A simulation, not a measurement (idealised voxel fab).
Proc. module: voxel gate over fins
Section shown: cut. Width: 270 nm. Cell size: 5 nm, square.
Just so we're on the same page, the cross-sections are grids of square cells, and they're listed out in bands top to bottom, each band one or more rows deep.
It is stipulated that each band's entry specify, in nanometres, the height of the top of the band and then that of its bottom, followed by the materials of the band in left-to-right sequence, each together with its width in nanometres. A single material marked by the word "all across" is understood to fill the band from edge to edge; the word "empty" is understood to denote empty space.
Height 0 is the level under which the wafer as received is all one material. The lowest band goes on downwards, as in "0 and below".
Width "30 to 40": first value at the band's top row of cells, second value at its bottom row, equal change from row to row.
"everything unchanged" means the step left every cell of the cross-section as it was.
What "Listed closed voids" gives you is every empty space of 8 cells or more that is cut off from the top. Each appears as width x height at distance, with the distance taken from the left edge and width, height and distance all in nm.
What comes after the settings on a step's line is commentary from the simulator itself on that step.
The line of a step may include "overlay nm". On a step with a mask, this value is how far to the right of its planned place the mask lay. A negative value means the mask lay to the left.
In what follows, pairs of cross-sections are presented, each taken before and after one process step, with the after cross-section shown only down to the lowest band that was altered; the step, together with its settings, is stated below the pair. The pairs may stem from different runs of this module on the same starting wafer; accordingly, a pair should be taken as continuing from the one above it solely where its entry headed "Before this step" indicates as much.
[Before this step]
    0 and below  Si all across
    Listed closed voids: none
[Post-Process View]
    10 down to 0  SiN all across
    Under 0: no change, same as before.
    Listed closed voids: none
Between the two cross-sections above, the process step reads CONFORMAL_DEP with material SiN, thk nm 10
Before this step: The prior state of this step coincides with the post-step cross-section of the pair just above.
[Post-Process View]
    25 down to 10  aC all across
    Under 10: no change, same as before.
    Listed closed voids: none
Between the two cross-sections above, the process step reads DIRECTIONAL_DEP with material aC, thk nm 15
Before this step: The prior state of this step coincides with the post-step cross-section of the pair just above.
[Post-Process View]
    55 down to 25  empty 60 nm | resist 15 nm | empty 30 nm | resist 15 nm | empty 30 nm | resist 15 nm | empty 30 nm | resist 15 nm | empty 60 nm
    Under 25: no change, same as before.
    Listed closed voids: none
Between the two cross-sections above, the process step reads PATTERN with tone cover, mask id FINS, material resist, width nm 15, pitch nm 45, thk nm 30, overlay nm 0
Before this step: The prior state of this step coincides with the post-step cross-section of the pair just above.
[Post-Process View]
    40 down to 25  empty 60 nm | resist 15 nm | empty 30 nm | resist 15 nm | empty 30 nm | resist 15 nm | empty 30 nm | resist 15 nm | empty 60 nm
    25 down to 10  empty 60 nm | aC 15 nm | empty 30 nm | aC 15 nm | empty 30 nm | aC 15 nm | empty 30 nm | aC 15 nm | empty 60 nm
    Under 10: no change, same as before.
    Listed closed voids: none
Between the two cross-sections above, the process step reads DIRECTIONAL_ETCH with etch materials aC, depth nm 15
Before this step: The prior state of this step coincides with the post-step cross-section of the pair just above.
[Post-Process View]
    25 down to 10  empty 60 nm | aC 15 nm | empty 30 nm | aC 15 nm | empty 30 nm | aC 15 nm | empty 30 nm | aC 15 nm | empty 60 nm
    Under 10: no change, same as before.
    Listed closed voids: none
Between the two cross-sections above, the process step reads STRIP with etch materials resist
Before this step: The prior state of this step coincides with the post-step cross-section of the pair just above.
[Post-Process View]
    25 down to 10  empty 60 nm | aC 15 nm | empty 30 nm | aC 15 nm | empty 30 nm | aC 15 nm | empty 30 nm | aC 15 nm | empty 60 nm
    10 down to 0  empty 60 nm | SiN 15 nm | empty 30 nm | SiN 15 nm | empty 30 nm | SiN 15 nm | empty 30 nm | SiN 15 nm | empty 60 nm
    Under 0: no change, same as before.
    Listed closed voids: none
Between the two cross-sections above, the process step reads DIRECTIONAL_ETCH with etch materials SiN, depth nm 10
Before this step: The prior state of this step coincides with the post-step cross-section of the pair just above.
[Post-Process View]
    25 down to 10  empty 60 nm | aC 15 nm | empty 30 nm | aC 15 nm | empty 30 nm | aC 15 nm | empty 30 nm | aC 15 nm | empty 60 nm
    10 down to 0  empty 60 nm | SiN 15 nm | empty 30 nm | SiN 15 nm | empty 30 nm | SiN 15 nm | empty 30 nm | SiN 15 nm | empty 60 nm
    0 down to -30  empty 60 nm | Si 15 nm | empty 30 nm | Si 15 nm | empty 30 nm | Si 15 nm | empty 30 nm | Si 15 nm | empty 60 nm
    Under -30: no change, same as before.
    Listed closed voids: none
Between the two cross-sections above, the process step reads DIRECTIONAL_ETCH with etch materials Si, depth nm 30
Before this step: The prior state of this step coincides with the post-step cross-section of the pair just above.
[Post-Process View]
    10 down to 0  empty 60 nm | SiN 15 nm | empty 30 nm | SiN 15 nm | empty 30 nm | SiN 15 nm | empty 30 nm | SiN 15 nm | empty 60 nm
    Under 0: no change, same as before.
    Listed closed voids: none
Between the two cross-sections above, the process step reads STRIP with etch materials aC
Before this step: The prior state of this step coincides with the post-step cross-section of the pair just above.
[Post-Process View]
    20 down to 10  SiO2 all across
    10 down to 0  SiO2 60 nm | SiN 15 nm | SiO2 30 nm | SiN 15 nm | SiO2 30 nm | SiN 15 nm | SiO2 30 nm | SiN 15 nm | SiO2 60 nm
    0 down to -30  SiO2 60 nm | Si 15 nm | SiO2 30 nm | Si 15 nm | SiO2 30 nm | Si 15 nm | SiO2 30 nm | Si 15 nm | SiO2 60 nm
    Under -30: no change, same as before.
    Listed closed voids: none
Between the two cross-sections above, the process step reads FILL_DEP with material SiO2, thk nm 10
Before this step: The prior state of this step coincides with the post-step cross-section of the pair just above.
[Post-Process View]
    10 down to 0  SiO2 60 nm | SiN 15 nm | SiO2 30 nm | SiN 15 nm | SiO2 30 nm | SiN 15 nm | SiO2 30 nm | SiN 15 nm | SiO2 60 nm
    Under 0: no change, same as before.
    Listed closed voids: none
Between the two cross-sections above, the process step reads CMP with height nm 10
Before this step: The prior state of this step coincides with the post-step cross-section of the pair just above.
[Post-Process View]
    10 down to 0  empty 60 nm | SiN 15 nm | empty 30 nm | SiN 15 nm | empty 30 nm | SiN 15 nm | empty 30 nm | SiN 15 nm | empty 60 nm
    0 down to -15  empty 60 nm | Si 15 nm | empty 30 nm | Si 15 nm | empty 30 nm | Si 15 nm | empty 30 nm | Si 15 nm | empty 60 nm
    Under -15: no change, same as before.
    Listed closed voids: none
Between the two cross-sections above, the process step reads SELECTIVE_ETCH with etch materials SiO2, depth nm 25
Before this step: The prior state of this step coincides with the post-step cross-section of the pair just above.
[Post-Process View]
    0 down to -15  empty 60 nm | Si 15 nm | empty 30 nm | Si 15 nm | empty 30 nm | Si 15 nm | empty 30 nm | Si 15 nm | empty 60 nm
    Under -15: no change, same as before.
    Listed closed voids: none
Between the two cross-sections above, the process step reads STRIP with etch materials SiN
Before this step: The prior state of this step coincides with the post-step cross-section of the pair just above.
[Post-Process View]
    5 down to 0  empty 55 nm | HfO2 25 nm | empty 20 nm | HfO2 25 nm | empty 20 nm | HfO2 25 nm | empty 20 nm | HfO2 25 nm | empty 55 nm
    0 down to -10  empty 55 nm | HfO2 5 nm | Si 15 nm | HfO2 5 nm | empty 20 nm | HfO2 5 nm | Si 15 nm | HfO2 5 nm | empty 20 nm | HfO2 5 nm | Si 15 nm | HfO2 5 nm | empty 20 nm | HfO2 5 nm | Si 15 nm | HfO2 5 nm | empty 55 nm
    -10 down to -15  HfO2 60 nm | Si 15 nm | HfO2 30 nm | Si 15 nm | HfO2 30 nm | Si 15 nm | HfO2 30 nm | Si 15 nm | HfO2 60 nm
    Under -15: no change, same as before.
    Listed closed voids: none
Between the two cross-sections above, the process step reads CONFORMAL_DEP with material HfO2, thk nm 5
Before this step: The prior state of this step coincides with the post-step cross-section of the pair just above.
[Post-Process View]
    10 down to 5  empty 50 nm | TiN 35 nm | empty 10 nm | TiN 35 nm | empty 10 nm | TiN 35 nm | empty 10 nm | TiN 35 nm | empty 50 nm
    5 down to 0  empty 50 nm | TiN 5 nm | HfO2 25 nm | TiN 5 nm | empty 10 nm | TiN 5 nm | HfO2 25 nm | TiN 5 nm | empty 10 nm | TiN 5 nm | HfO2 25 nm | TiN 5 nm | empty 10 nm | TiN 5 nm | HfO2 25 nm | TiN 5 nm | empty 50 nm
    0 down to -5  empty 50 nm | TiN 5 nm | HfO2 5 nm | Si 15 nm | HfO2 5 nm | TiN 5 nm | empty 10 nm | TiN 5 nm | HfO2 5 nm | Si 15 nm | HfO2 5 nm | TiN 5 nm | empty 10 nm | TiN 5 nm | HfO2 5 nm | Si 15 nm | HfO2 5 nm | TiN 5 nm | empty 10 nm | TiN 5 nm | HfO2 5 nm | Si 15 nm | HfO2 5 nm | TiN 5 nm | empty 50 nm
    -5 down to -10  TiN 55 nm | HfO2 5 nm | Si 15 nm | HfO2 5 nm | TiN 20 nm | HfO2 5 nm | Si 15 nm | HfO2 5 nm | TiN 20 nm | HfO2 5 nm | Si 15 nm | HfO2 5 nm | TiN 20 nm | HfO2 5 nm | Si 15 nm | HfO2 5 nm | TiN 55 nm
    Under -10: no change, same as before.
    Listed closed voids: none
Between the two cross-sections above, the process step reads CONFORMAL_DEP with material TiN, thk nm 5
Before this step: The prior state of this step coincides with the post-step cross-section of the pair just above.
[Post-Process View]
    20 down to 10  W all across
    10 down to 5  W 50 nm | TiN 35 nm | W 10 nm | TiN 35 nm | W 10 nm | TiN 35 nm | W 10 nm | TiN 35 nm | W 50 nm
    5 down to 0  W 50 nm | TiN 5 nm | HfO2 25 nm | TiN 5 nm | W 10 nm | TiN 5 nm | HfO2 25 nm | TiN 5 nm | W 10 nm | TiN 5 nm | HfO2 25 nm | TiN 5 nm | W 10 nm | TiN 5 nm | HfO2 25 nm | TiN 5 nm | W 50 nm
    0 down to -5  W 50 nm | TiN 5 nm | HfO2 5 nm | Si 15 nm | HfO2 5 nm | TiN 5 nm | W 10 nm | TiN 5 nm | HfO2 5 nm | Si 15 nm | HfO2 5 nm | TiN 5 nm | W 10 nm | TiN 5 nm | HfO2 5 nm | Si 15 nm | HfO2 5 nm | TiN 5 nm | W 10 nm | TiN 5 nm | HfO2 5 nm | Si 15 nm | HfO2 5 nm | TiN 5 nm | W 50 nm
    Under -5: no change, same as before.
    Listed closed voids: none
Between the two cross-sections above, the process step reads FILL_DEP with material W, thk nm 10
Before this step: The prior state of this step coincides with the post-step cross-section of the pair just above.
[Post-Process View]
    15 down to 10  W all across
    Under 10: no change, same as before.
    Listed closed voids: none
Between the two cross-sections above, the process step reads CMP with height nm 15
Before this step: The prior state of this step coincides with the post-step cross-section of the pair just above.
[Post-Process View]
    25 down to 15  SiCN all across
    Under 15: no change, same as before.
    Listed closed voids: none
Between the two cross-sections above, the process step reads CONFORMAL_DEP with material SiCN, thk nm 10
[Before this step]
    0 down to -15  empty 60 nm | Si 15 nm | empty 30 nm | Si 15 nm | empty 30 nm | Si 15 nm | empty 30 nm | Si 15 nm | empty 60 nm
    -15 down to -30  SiO2 60 nm | Si 15 nm | SiO2 30 nm | Si 15 nm | SiO2 30 nm | Si 15 nm | SiO2 30 nm | Si 15 nm | SiO2 60 nm
    -30 and below  Si all across
    Listed closed voids: none
[Post-Process View]
    5 down to 0  empty 55 nm | TiN 25 nm | empty 20 nm | TiN 25 nm | empty 20 nm | TiN 25 nm | empty 20 nm | TiN 25 nm | empty 55 nm
    0 down to -10  empty 55 nm | TiN 5 nm | Si 15 nm | TiN 5 nm | empty 20 nm | TiN 5 nm | Si 15 nm | TiN 5 nm | empty 20 nm | TiN 5 nm | Si 15 nm | TiN 5 nm | empty 20 nm | TiN 5 nm | Si 15 nm | TiN 5 nm | empty 55 nm
    -10 down to -15  TiN 60 nm | Si 15 nm | TiN 30 nm | Si 15 nm | TiN 30 nm | Si 15 nm | TiN 30 nm | Si 15 nm | TiN 60 nm
    Under -15: no change, same as before.
    Listed closed voids: none
Between the two cross-sections above, the process step reads CONFORMAL_DEP with material TiN, thk nm 5
Before this step: The prior state of this step coincides with the post-step cross-section of the pair just above.
[Post-Process View]
    15 down to 5  W all across
    5 down to 0  W 55 nm | TiN 25 nm | W 20 nm | TiN 25 nm | W 20 nm | TiN 25 nm | W 20 nm | TiN 25 nm | W 55 nm
    0 down to -10  W 55 nm | TiN 5 nm | Si 15 nm | TiN 5 nm | W 20 nm | TiN 5 nm | Si 15 nm | TiN 5 nm | W 20 nm | TiN 5 nm | Si 15 nm | TiN 5 nm | W 20 nm | TiN 5 nm | Si 15 nm | TiN 5 nm | W 55 nm
    Under -10: no change, same as before.
    Listed closed voids: none
Between the two cross-sections above, the process step reads FILL_DEP with material W, thk nm 10
Before this step: The prior state of this step coincides with the post-step cross-section of the pair just above.
[Post-Process View]
    25 down to 15  SiCN all across
    Under 15: no change, same as before.
    Listed closed voids: none
Between the two cross-sections above, the process step reads CONFORMAL_DEP with material SiCN, thk nm 10
[Before this step]
    25 down to 10  empty 60 nm | aC 15 nm | empty 30 nm | aC 15 nm | empty 30 nm | aC 15 nm | empty 30 nm | aC 15 nm | empty 60 nm
    10 down to 0  empty 60 nm | SiN 15 nm | empty 30 nm | SiN 15 nm | empty 30 nm | SiN 15 nm | empty 30 nm | SiN 15 nm | empty 60 nm
    0 down to -30  empty 60 nm | Si 15 nm | empty 30 nm | Si 15 nm | empty 30 nm | Si 15 nm | empty 30 nm | Si 15 nm | empty 60 nm
    -30 and below  Si all across
    Listed closed voids: none
[Post-Process View]
    25 down to 10  empty 60 nm | aC 15 nm | empty 30 nm | aC 15 nm | empty 30 nm | aC 15 nm | empty 30 nm | aC 15 nm | empty 60 nm
    10 down to 0  empty 60 nm | SiN 15 nm | empty 30 nm | SiN 15 nm | empty 30 nm | SiN 15 nm | empty 30 nm | SiN 15 nm | empty 60 nm
    0 down to -60  empty 60 nm | Si 15 nm | empty 30 nm | Si 15 nm | empty 30 nm | Si 15 nm | empty 30 nm | Si 15 nm | empty 60 nm
    Under -60: no change, same as before.
    Listed closed voids: none
Between the two cross-sections above, the process step reads DIRECTIONAL_ETCH with etch materials Si, depth nm 30
Before this step: The prior state of this step coincides with the post-step cross-section of the pair just above.
[Post-Process View]
    10 down to 0  empty 60 nm | SiN 15 nm | empty 30 nm | SiN 15 nm | empty 30 nm | SiN 15 nm | empty 30 nm | SiN 15 nm | empty 60 nm
    Under 0: no change, same as before.
    Listed closed voids: none
Between the two cross-sections above, the process step reads STRIP with etch materials aC
Before this step: The prior state of this step coincides with the post-step cross-section of the pair just above.
[Post-Process View]
    20 down to 10  SiO2 all across
    10 down to 0  SiO2 60 nm | SiN 15 nm | SiO2 30 nm | SiN 15 nm | SiO2 30 nm | SiN 15 nm | SiO2 30 nm | SiN 15 nm | SiO2 60 nm
    0 down to -60  SiO2 60 nm | Si 15 nm | SiO2 30 nm | Si 15 nm | SiO2 30 nm | Si 15 nm | SiO2 30 nm | Si 15 nm | SiO2 60 nm
    Under -60: no change, same as before.
    Listed closed voids: none
Between the two cross-sections above, the process step reads FILL_DEP with material SiO2, thk nm 10
Before this step: The prior state of this step coincides with the post-step cross-section of the pair just above.
[Post-Process View]
    10 down to 0  SiO2 60 nm | SiN 15 nm | SiO2 30 nm | SiN 15 nm | SiO2 30 nm | SiN 15 nm | SiO2 30 nm | SiN 15 nm | SiO2 60 nm
    Under 0: no change, same as before.
    Listed closed voids: none
Between the two cross-sections above, the process step reads CMP with height nm 10
Before this step: The prior state of this step coincides with the post-step cross-section of the pair just above.
[Post-Process View]
    10 down to 0  empty 60 nm | SiN 15 nm | empty 30 nm | SiN 15 nm | empty 30 nm | SiN 15 nm | empty 30 nm | SiN 15 nm | empty 60 nm
    0 down to -15  empty 60 nm | Si 15 nm | empty 30 nm | Si 15 nm | empty 30 nm | Si 15 nm | empty 30 nm | Si 15 nm | empty 60 nm
    Under -15: no change, same as before.
    Listed closed voids: none
Between the two cross-sections above, the process step reads SELECTIVE_ETCH with etch materials SiO2, depth nm 25
Before this step: The prior state of this step coincides with the post-step cross-section of the pair just above.
[Post-Process View]
    0 down to -15  empty 60 nm | Si 15 nm | empty 30 nm | Si 15 nm | empty 30 nm | Si 15 nm | empty 30 nm | Si 15 nm | empty 60 nm
    Under -15: no change, same as before.
    Listed closed voids: none
Between the two cross-sections above, the process step reads STRIP with etch materials SiN
Before this step: The prior state of this step coincides with the post-step cross-section of the pair just above.
[Post-Process View]
    5 down to 0  empty 55 nm | HfO2 25 nm | empty 20 nm | HfO2 25 nm | empty 20 nm | HfO2 25 nm | empty 20 nm | HfO2 25 nm | empty 55 nm
    0 down to -10  empty 55 nm | HfO2 5 nm | Si 15 nm | HfO2 5 nm | empty 20 nm | HfO2 5 nm | Si 15 nm | HfO2 5 nm | empty 20 nm | HfO2 5 nm | Si 15 nm | HfO2 5 nm | empty 20 nm | HfO2 5 nm | Si 15 nm | HfO2 5 nm | empty 55 nm
    -10 down to -15  HfO2 60 nm | Si 15 nm | HfO2 30 nm | Si 15 nm | HfO2 30 nm | Si 15 nm | HfO2 30 nm | Si 15 nm | HfO2 60 nm
    Under -15: no change, same as before.
    Listed closed voids: none
Between the two cross-sections above, the process step reads CONFORMAL_DEP with material HfO2, thk nm 5
Before this step: The prior state of this step coincides with the post-step cross-section of the pair just above.
[Post-Process View]
    10 down to 5  empty 50 nm | TiN 35 nm | empty 10 nm | TiN 35 nm | empty 10 nm | TiN 35 nm | empty 10 nm | TiN 35 nm | empty 50 nm
    5 down to 0  empty 50 nm | TiN 5 nm | HfO2 25 nm | TiN 5 nm | empty 10 nm | TiN 5 nm | HfO2 25 nm | TiN 5 nm | empty 10 nm | TiN 5 nm | HfO2 25 nm | TiN 5 nm | empty 10 nm | TiN 5 nm | HfO2 25 nm | TiN 5 nm | empty 50 nm
    0 down to -5  empty 50 nm | TiN 5 nm | HfO2 5 nm | Si 15 nm | HfO2 5 nm | TiN 5 nm | empty 10 nm | TiN 5 nm | HfO2 5 nm | Si 15 nm | HfO2 5 nm | TiN 5 nm | empty 10 nm | TiN 5 nm | HfO2 5 nm | Si 15 nm | HfO2 5 nm | TiN 5 nm | empty 10 nm | TiN 5 nm | HfO2 5 nm | Si 15 nm | HfO2 5 nm | TiN 5 nm | empty 50 nm
    -5 down to -10  TiN 55 nm | HfO2 5 nm | Si 15 nm | HfO2 5 nm | TiN 20 nm | HfO2 5 nm | Si 15 nm | HfO2 5 nm | TiN 20 nm | HfO2 5 nm | Si 15 nm | HfO2 5 nm | TiN 20 nm | HfO2 5 nm | Si 15 nm | HfO2 5 nm | TiN 55 nm
    Under -10: no change, same as before.
    Listed closed voids: none
Between the two cross-sections above, the process step reads CONFORMAL_DEP with material TiN, thk nm 5
Before this step: The prior state of this step coincides with the post-step cross-section of the pair just above.
[Post-Process View]
    20 down to 10  W all across
    10 down to 5  W 50 nm | TiN 35 nm | W 10 nm | TiN 35 nm | W 10 nm | TiN 35 nm | W 10 nm | TiN 35 nm | W 50 nm
    5 down to 0  W 50 nm | TiN 5 nm | HfO2 25 nm | TiN 5 nm | W 10 nm | TiN 5 nm | HfO2 25 nm | TiN 5 nm | W 10 nm | TiN 5 nm | HfO2 25 nm | TiN 5 nm | W 10 nm | TiN 5 nm | HfO2 25 nm | TiN 5 nm | W 50 nm
    0 down to -5  W 50 nm | TiN 5 nm | HfO2 5 nm | Si 15 nm | HfO2 5 nm | TiN 5 nm | W 10 nm | TiN 5 nm | HfO2 5 nm | Si 15 nm | HfO2 5 nm | TiN 5 nm | W 10 nm | TiN 5 nm | HfO2 5 nm | Si 15 nm | HfO2 5 nm | TiN 5 nm | W 10 nm | TiN 5 nm | HfO2 5 nm | Si 15 nm | HfO2 5 nm | TiN 5 nm | W 50 nm
    Under -5: no change, same as before.
    Listed closed voids: none
Between the two cross-sections above, the process step reads FILL_DEP with material W, thk nm 10
Before this step: The prior state of this step coincides with the post-step cross-section of the pair just above.
[Post-Process View]
    15 down to 10  W all across
    Under 10: no change, same as before.
    Listed closed voids: none
Between the two cross-sections above, the process step reads CMP with height nm 15
Before this step: The prior state of this step coincides with the post-step cross-section of the pair just above.
[Post-Process View]
    25 down to 15  SiCN all across
    Under 15: no change, same as before.
    Listed closed voids: none
Between the two cross-sections above, the process step reads CONFORMAL_DEP with material SiCN, thk nm 10
[Before this step]
    10 down to 0  SiO2 60 nm | SiN 15 nm | SiO2 30 nm | SiN 15 nm | SiO2 30 nm | SiN 15 nm | SiO2 30 nm | SiN 15 nm | SiO2 60 nm
    0 down to -30  SiO2 60 nm | Si 15 nm | SiO2 30 nm | Si 15 nm | SiO2 30 nm | Si 15 nm | SiO2 30 nm | Si 15 nm | SiO2 60 nm
    -30 and below  Si all across
    Listed closed voids: none
[Post-Process View]
    10 down to 0  SiO2 60 nm | empty 15 nm | SiO2 30 nm | empty 15 nm | SiO2 30 nm | empty 15 nm | SiO2 30 nm | empty 15 nm | SiO2 60 nm
    Under 0: no change, same as before.
    Listed closed voids: none
Between the two cross-sections above, the process step reads STRIP with etch materials SiN
Before this step: The prior state of this step coincides with the post-step cross-section of the pair just above.
[Post-Process View]
    0 down to -15  empty 60 nm | Si 15 nm | empty 30 nm | Si 15 nm | empty 30 nm | Si 15 nm | empty 30 nm | Si 15 nm | empty 60 nm
    -15 down to -25  SiO2 35 nm | empty 25 nm | Si 15 nm | empty 30 nm | Si 15 nm | empty 30 nm | Si 15 nm | empty 30 nm | Si 15 nm | empty 25 nm | SiO2 35 nm
    Under -25: no change, same as before.
    Listed closed voids: none
Between the two cross-sections above, the process step reads SELECTIVE_ETCH with etch materials SiO2, depth nm 25
Before this step: The prior state of this step coincides with the post-step cross-section of the pair just above.
[Post-Process View]
    5 down to 0  empty 55 nm | HfO2 25 nm | empty 20 nm | HfO2 25 nm | empty 20 nm | HfO2 25 nm | empty 20 nm | HfO2 25 nm | empty 55 nm
    0 down to -10  empty 55 nm | HfO2 5 nm | Si 15 nm | HfO2 5 nm | empty 20 nm | HfO2 5 nm | Si 15 nm | HfO2 5 nm | empty 20 nm | HfO2 5 nm | Si 15 nm | HfO2 5 nm | empty 20 nm | HfO2 5 nm | Si 15 nm | HfO2 5 nm | empty 55 nm
    -10 down to -15  HfO2 40 nm | empty 15 nm | HfO2 5 nm | Si 15 nm | HfO2 5 nm | empty 20 nm | HfO2 5 nm | Si 15 nm | HfO2 5 nm | empty 20 nm | HfO2 5 nm | Si 15 nm | HfO2 5 nm | empty 20 nm | HfO2 5 nm | Si 15 nm | HfO2 5 nm | empty 15 nm | HfO2 40 nm
    -15 down to -20  SiO2 35 nm | HfO2 5 nm | empty 15 nm | HfO2 5 nm | Si 15 nm | HfO2 5 nm | empty 20 nm | HfO2 5 nm | Si 15 nm | HfO2 5 nm | empty 20 nm | HfO2 5 nm | Si 15 nm | HfO2 5 nm | empty 20 nm | HfO2 5 nm | Si 15 nm | HfO2 5 nm | empty 15 nm | HfO2 5 nm | SiO2 35 nm
    -20 down to -25  SiO2 35 nm | HfO2 25 nm | Si 15 nm | HfO2 30 nm | Si 15 nm | HfO2 30 nm | Si 15 nm | HfO2 30 nm | Si 15 nm | HfO2 25 nm | SiO2 35 nm
    Under -25: no change, same as before.
    Listed closed voids: none
Between the two cross-sections above, the process step reads CONFORMAL_DEP with material HfO2, thk nm 5
Before this step: The prior state of this step coincides with the post-step cross-section of the pair just above.
[Post-Process View]
    10 down to 5  empty 50 nm | TiN 35 nm | empty 10 nm | TiN 35 nm | empty 10 nm | TiN 35 nm | empty 10 nm | TiN 35 nm | empty 50 nm
    5 down to 0  empty 50 nm | TiN 5 nm | HfO2 25 nm | TiN 5 nm | empty 10 nm | TiN 5 nm | HfO2 25 nm | TiN 5 nm | empty 10 nm | TiN 5 nm | HfO2 25 nm | TiN 5 nm | empty 10 nm | TiN 5 nm | HfO2 25 nm | TiN 5 nm | empty 50 nm
    0 down to -5  empty 50 nm | TiN 5 nm | HfO2 5 nm | Si 15 nm | HfO2 5 nm | TiN 5 nm | empty 10 nm | TiN 5 nm | HfO2 5 nm | Si 15 nm | HfO2 5 nm | TiN 5 nm | empty 10 nm | TiN 5 nm | HfO2 5 nm | Si 15 nm | HfO2 5 nm | TiN 5 nm | empty 10 nm | TiN 5 nm | HfO2 5 nm | Si 15 nm | HfO2 5 nm | TiN 5 nm | empty 50 nm
    -5 down to -10  TiN 45 nm | empty 5 nm | TiN 5 nm | HfO2 5 nm | Si 15 nm | HfO2 5 nm | TiN 5 nm | empty 10 nm | TiN 5 nm | HfO2 5 nm | Si 15 nm | HfO2 5 nm | TiN 5 nm | empty 10 nm | TiN 5 nm | HfO2 5 nm | Si 15 nm | HfO2 5 nm | TiN 5 nm | empty 10 nm | TiN 5 nm | HfO2 5 nm | Si 15 nm | HfO2 5 nm | TiN 5 nm | empty 5 nm | TiN 45 nm
    -10 down to -15  HfO2 40 nm | TiN 5 nm | empty 5 nm | TiN 5 nm | HfO2 5 nm | Si 15 nm | HfO2 5 nm | TiN 5 nm | empty 10 nm | TiN 5 nm | HfO2 5 nm | Si 15 nm | HfO2 5 nm | TiN 5 nm | empty 10 nm | TiN 5 nm | HfO2 5 nm | Si 15 nm | HfO2 5 nm | TiN 5 nm | empty 10 nm | TiN 5 nm | HfO2 5 nm | Si 15 nm | HfO2 5 nm | TiN 5 nm | empty 5 nm | TiN 5 nm | HfO2 40 nm
    -15 down to -20  SiO2 35 nm | HfO2 5 nm | TiN 15 nm | HfO2 5 nm | Si 15 nm | HfO2 5 nm | TiN 20 nm | HfO2 5 nm | Si 15 nm | HfO2 5 nm | TiN 20 nm | HfO2 5 nm | Si 15 nm | HfO2 5 nm | TiN 20 nm | HfO2 5 nm | Si 15 nm | HfO2 5 nm | TiN 15 nm | HfO2 5 nm | SiO2 35 nm
    Under -20: no change, same as before.
    Listed closed voids: none
Between the two cross-sections above, the process step reads CONFORMAL_DEP with material TiN, thk nm 5
Before this step: The prior state of this step coincides with the post-step cross-section of the pair just above.
[Post-Process View]
    20 down to 10  W all across
    10 down to 5  W 50 nm | TiN 35 nm | W 10 nm | TiN 35 nm | W 10 nm | TiN 35 nm | W 10 nm | TiN 35 nm | W 50 nm
    5 down to 0  W 50 nm | TiN 5 nm | HfO2 25 nm | TiN 5 nm | W 10 nm | TiN 5 nm | HfO2 25 nm | TiN 5 nm | W 10 nm | TiN 5 nm | HfO2 25 nm | TiN 5 nm | W 10 nm | TiN 5 nm | HfO2 25 nm | TiN 5 nm | W 50 nm
    0 down to -5  W 50 nm | TiN 5 nm | HfO2 5 nm | Si 15 nm | HfO2 5 nm | TiN 5 nm | W 10 nm | TiN 5 nm | HfO2 5 nm | Si 15 nm | HfO2 5 nm | TiN 5 nm | W 10 nm | TiN 5 nm | HfO2 5 nm | Si 15 nm | HfO2 5 nm | TiN 5 nm | W 10 nm | TiN 5 nm | HfO2 5 nm | Si 15 nm | HfO2 5 nm | TiN 5 nm | W 50 nm
    -5 down to -10  TiN 45 nm | W 5 nm | TiN 5 nm | HfO2 5 nm | Si 15 nm | HfO2 5 nm | TiN 5 nm | W 10 nm | TiN 5 nm | HfO2 5 nm | Si 15 nm | HfO2 5 nm | TiN 5 nm | W 10 nm | TiN 5 nm | HfO2 5 nm | Si 15 nm | HfO2 5 nm | TiN 5 nm | W 10 nm | TiN 5 nm | HfO2 5 nm | Si 15 nm | HfO2 5 nm | TiN 5 nm | W 5 nm | TiN 45 nm
    -10 down to -15  HfO2 40 nm | TiN 5 nm | W 5 nm | TiN 5 nm | HfO2 5 nm | Si 15 nm | HfO2 5 nm | TiN 5 nm | W 10 nm | TiN 5 nm | HfO2 5 nm | Si 15 nm | HfO2 5 nm | TiN 5 nm | W 10 nm | TiN 5 nm | HfO2 5 nm | Si 15 nm | HfO2 5 nm | TiN 5 nm | W 10 nm | TiN 5 nm | HfO2 5 nm | Si 15 nm | HfO2 5 nm | TiN 5 nm | W 5 nm | TiN 5 nm | HfO2 40 nm
    Under -15: no change, same as before.
    Listed closed voids: none
Between the two cross-sections above, the process step reads FILL_DEP with material W, thk nm 10
Before this step: The prior state of this step coincides with the post-step cross-section of the pair just above.
[Post-Process View]
    15 down to 10  W all across
    Under 10: no change, same as before.
    Listed closed voids: none
Between the two cross-sections above, the process step reads CMP with height nm 15
Before this step: The prior state of this step coincides with the post-step cross-section of the pair just above.
[Post-Process View]
    25 down to 15  SiCN all across
    Under 15: no change, same as before.
    Listed closed voids: none
Between the two cross-sections above, the process step reads CONFORMAL_DEP with material SiCN, thk nm 10
[Before this step]
    20 down to 10  W all across
    10 down to 5  W 50 nm | TiN 35 nm | W 10 nm | TiN 35 nm | W 10 nm | TiN 35 nm | W 10 nm | TiN 35 nm | W 50 nm
    5 down to 0  W 50 nm | TiN 5 nm | HfO2 25 nm | TiN 5 nm | W 10 nm | TiN 5 nm | HfO2 25 nm | TiN 5 nm | W 10 nm | TiN 5 nm | HfO2 25 nm | TiN 5 nm | W 10 nm | TiN 5 nm | HfO2 25 nm | TiN 5 nm | W 50 nm
    0 down to -5  W 50 nm | TiN 5 nm | HfO2 5 nm | Si 15 nm | HfO2 5 nm | TiN 5 nm | W 10 nm | TiN 5 nm | HfO2 5 nm | Si 15 nm | HfO2 5 nm | TiN 5 nm | W 10 nm | TiN 5 nm | HfO2 5 nm | Si 15 nm | HfO2 5 nm | TiN 5 nm | W 10 nm | TiN 5 nm | HfO2 5 nm | Si 15 nm | HfO2 5 nm | TiN 5 nm | W 50 nm
    -5 down to -10  TiN 55 nm | HfO2 5 nm | Si 15 nm | HfO2 5 nm | TiN 20 nm | HfO2 5 nm | Si 15 nm | HfO2 5 nm | TiN 20 nm | HfO2 5 nm | Si 15 nm | HfO2 5 nm | TiN 20 nm | HfO2 5 nm | Si 15 nm | HfO2 5 nm | TiN 55 nm
    -10 down to -15  HfO2 60 nm | Si 15 nm | HfO2 30 nm | Si 15 nm | HfO2 30 nm | Si 15 nm | HfO2 30 nm | Si 15 nm | HfO2 60 nm
    -15 down to -30  SiO2 60 nm | Si 15 nm | SiO2 30 nm | Si 15 nm | SiO2 30 nm | Si 15 nm | SiO2 30 nm | Si 15 nm | SiO2 60 nm
    -30 and below  Si all across
    Listed closed voids: none
[Post-Process View]
    5 down to 0  W 50 nm | TiN 5 nm | HfO2 25 nm | TiN 5 nm | W 10 nm | TiN 5 nm | HfO2 25 nm | TiN 5 nm | W 10 nm | TiN 5 nm | HfO2 25 nm | TiN 5 nm | W 10 nm | TiN 5 nm | HfO2 25 nm | TiN 5 nm | W 50 nm
    Under 0: no change, same as before.
    Listed closed voids: none
Between the two cross-sections above, the process step reads CMP with height nm 5
